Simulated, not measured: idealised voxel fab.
The name of this process module is voxel double patterning.
Shown is cross-section cut, with a width of 270 nm and square cells of size 5 nm.
Cross-section = grid of square cells, listed top down in bands; band = one or more rows. Top, bottom (nm), then materials left to right with widths (nm); lone material tagged "everywhere" fills the whole band edge to edge; "air" = empty space. Zero point of the height axis is 0; under it, received wafer = one material. Lowest band: continues down indefinitely, "0 down". Think of "30..40" as a width that walks from the first number to the second as you go down the band, top row to bottom row, taking equal-sized steps from row to row. Step note "nothing was modified" = no cross-section cell changed. For the entry "Voids, fully enclosed", the listed items are empty spaces with no open way to the top whose size is 8 cells or more; each item follows the pattern width x height at distance, where distance is from the left edge and all three are in nm. Past the settings on a step's line: simulator remark, on that step. A step line may carry the setting "overlay nm", which, for steps involving a mask, states the distance by which the mask lay to the right of its intended position; negative values denote displacement to the left.

## This section lists the process steps that were planned
step 1: op RECEIVE | material Si
step 2: op CONFORMAL_DEP | material SiO2 | thk nm 10
step 3: op DIRECTIONAL_DEP | material TiN | thk nm 20
step 4: op DIRECTIONAL_DEP | material SiN | thk nm 5
step 5: op DIRECTIONAL_DEP | material aC | thk nm 10
step 6: op PATTERN | tone open | mask id FIRST | material resist | width nm 15 | pitch nm 50 | thk nm 30 | overlay nm 0
step 7: op DIRECTIONAL_ETCH | etch materials aC | depth nm 10
step 8: op STRIP | etch materials resist
step 9: op DIRECTIONAL_ETCH | etch materials SiN | depth nm 5
step 10: op STRIP | etch materials aC
step 11: op DIRECTIONAL_DEP | material aC | thk nm 10
step 12: op PATTERN | tone open | mask id SECOND | material resist | width nm 15 | pitch nm 50 | thk nm 30 | overlay nm 0
step 13: op DIRECTIONAL_ETCH | etch materials aC | depth nm 10
step 14: op STRIP | etch materials resist
step 15: op DIRECTIONAL_ETCH | etch materials SiN | depth nm 5
step 16: op STRIP | etch materials aC
step 17: op DIRECTIONAL_ETCH | etch materials TiN | depth nm 20
step 18: op STRIP | etch materials SiN

## As-received state of the wafer in cross-section, equivalent to post-step 1
  0 down | Si everywhere
  Voids, fully enclosed: none

## Wafer cross-section at module end: first of two, run to plan
  30 to 10 | TiN (75); air (15); TiN (10); air (15); TiN (10); air (15); TiN (10); air (15); TiN (10); air (15); TiN (80)
  10 to 0 | SiO2 everywhere
  0 down | Si everywhere
  Voids, fully enclosed: none

## Wafer two, end of module, cross-section. Same start, same plan as wafer one. One mistake in the run
  30 to 20 | SiO2 everywhere
  20 to 0 | TiN everywhere
  0 down | Si everywhere
  Voids, fully enclosed: none
The mistake made against the process plan was this: sequence error: steps 2 and 3 interchanged
End check, counted in cells, second wafer has more or fewer of these materials than the first: TiN +60
